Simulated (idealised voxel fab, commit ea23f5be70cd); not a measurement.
process module | voxel capacitor over wiring
cross-section cut | 170 nm wide | cells 5 nm
A cross-section is a grid of square cells, given in bands from the top down. A band is one or more rows of cells.
Each band's line starts with the height of the band's top and of its bottom, in nm. Then come its materials from left to right, each with its width in nm. One material with "throughout" fills the band from edge to edge. "air" is empty space.
Height 0 is the level under which the wafer as received is all one material. The lowest band goes on downwards, as in "0 down".
A width such as "30 to 40" changes by the same amount from each row of cells to the next, from the band's top row to its bottom row.
"no change" after a step means that no cell of the cross-section changed.
closed voids: empty space of 8 cells or more with no open way to the top, each as width x height at its distance from the left edge, in nm
after a step's settings: what the simulator itself notes on the step
overlay nm, on a step with a mask: how far to the right of its planned place the mask lay; to the left if negative
plan
1 op RECEIVE | material Si
2 op CONFORMAL_DEP | material SiO2 | thk nm 15
3 op DIRECTIONAL_DEP | material TiN | thk nm 5
4 op DIRECTIONAL_DEP | material W | thk nm 20
5 op PATTERN | tone cover | mask id METAL_1 | material resist | width nm 20 | pitch nm 75 | thk nm 15 | overlay nm 0
6 op DIRECTIONAL_ETCH | etch materials W | depth nm 20
7 op DIRECTIONAL_ETCH | etch materials TiN | depth nm 5
8 op STRIP | etch materials resist
9 op CONFORMAL_DEP | material SiCN | thk nm 5
10 op FILL_DEP | material lowk | thk nm 10
11 op CMP | height nm 40
12 op CONFORMAL_DEP | material SiCN | thk nm 5
13 op DIRECTIONAL_DEP | material lowk | thk nm 20
14 op MASKED_ETCH | tone open | mask id PLUG_1 | width nm 15 | etch materials lowk | depth nm 20 | overlay nm 0
15 op MASKED_ETCH | tone open | mask id PLUG_1 | width nm 15 | etch materials SiCN | depth nm 5 | overlay nm 0
16 op EPI | material Ru | thk nm 10
17 op EPI | material Ru | thk nm 10
18 op EPI | material Ru | thk nm 5
19 op DIRECTIONAL_DEP | material TiN | thk nm 10
20 op DIRECTIONAL_DEP | material SiN | thk nm 5
21 op DIRECTIONAL_DEP | material TiN | thk nm 5
22 op DIRECTIONAL_DEP | material aC | thk nm 15
23 op PATTERN | tone cover | mask id UPPER_PLATE | material resist | width nm 60 | thk nm 30 | overlay nm 0
24 op DIRECTIONAL_ETCH | etch materials aC | depth nm 15
25 op STRIP | etch materials resist
26 op DIRECTIONAL_ETCH | etch materials TiN | depth nm 5
27 op DIRECTIONAL_ETCH | etch materials SiN | depth nm 5
28 op STRIP | etch materials aC
29 op DIRECTIONAL_DEP | material aC | thk nm 15
30 op PATTERN | tone cover | mask id LOWER_PLATE | material resist | width nm 70 | thk nm 30 | overlay nm 0
31 op DIRECTIONAL_ETCH | etch materials aC | depth nm 15
32 op STRIP | etch materials resist
33 op DIRECTIONAL_ETCH | etch materials TiN | depth nm 10
34 op STRIP | etch materials aC
35 op FILL_DEP | material SiO2 | thk nm 20
36 op CMP | height nm 100
37 op MASKED_ETCH | tone open | mask id PLUG_2 | width nm 15 | etch materials SiO2 | depth nm 15 | overlay nm 0
38 op CONFORMAL_DEP | material TiN | thk nm 5
39 op FILL_DEP | material W | thk nm 5
40 op CMP | height nm 100
41 op CONFORMAL_DEP | material SiCN | thk nm 5
as received, after step 1
  0 down: Si throughout
  closed voids: none
a wafer at the end: this start, this plan, one mistake
  105 to 100: SiCN throughout
  100 to 90: SiO2 50 to 40 | TiN 15 to 25 | SiO2 105
  90 to 85: SiO2 40 | SiN 25 | SiO2 105
  85 to 80: SiO2 35 | TiN 65 | SiO2 70
  80 to 75: SiO2 35 | TiN 30 | SiN 35 | SiO2 70
  75 to 65: SiO2 30 | Ru 35 | TiN 40 | SiO2 65
  65 to 45: lowk 40 | Ru 15 | lowk 115
  45 to 40: SiCN 40 | Ru 15 | SiCN 115
  40 to 20: lowk 30 | SiCN 5 | W 20 | SiCN 5 | lowk 45 | SiCN 5 | W 20 | SiCN 5 | lowk 35
  20 to 15: SiCN 35 | TiN 20 | SiCN 55 | TiN 20 | SiCN 40
  15 to 0: SiO2 throughout
  0 down: Si throughout
  closed voids: none
what went wrong: one of the steps 16 and 17, which are alike, was run twice
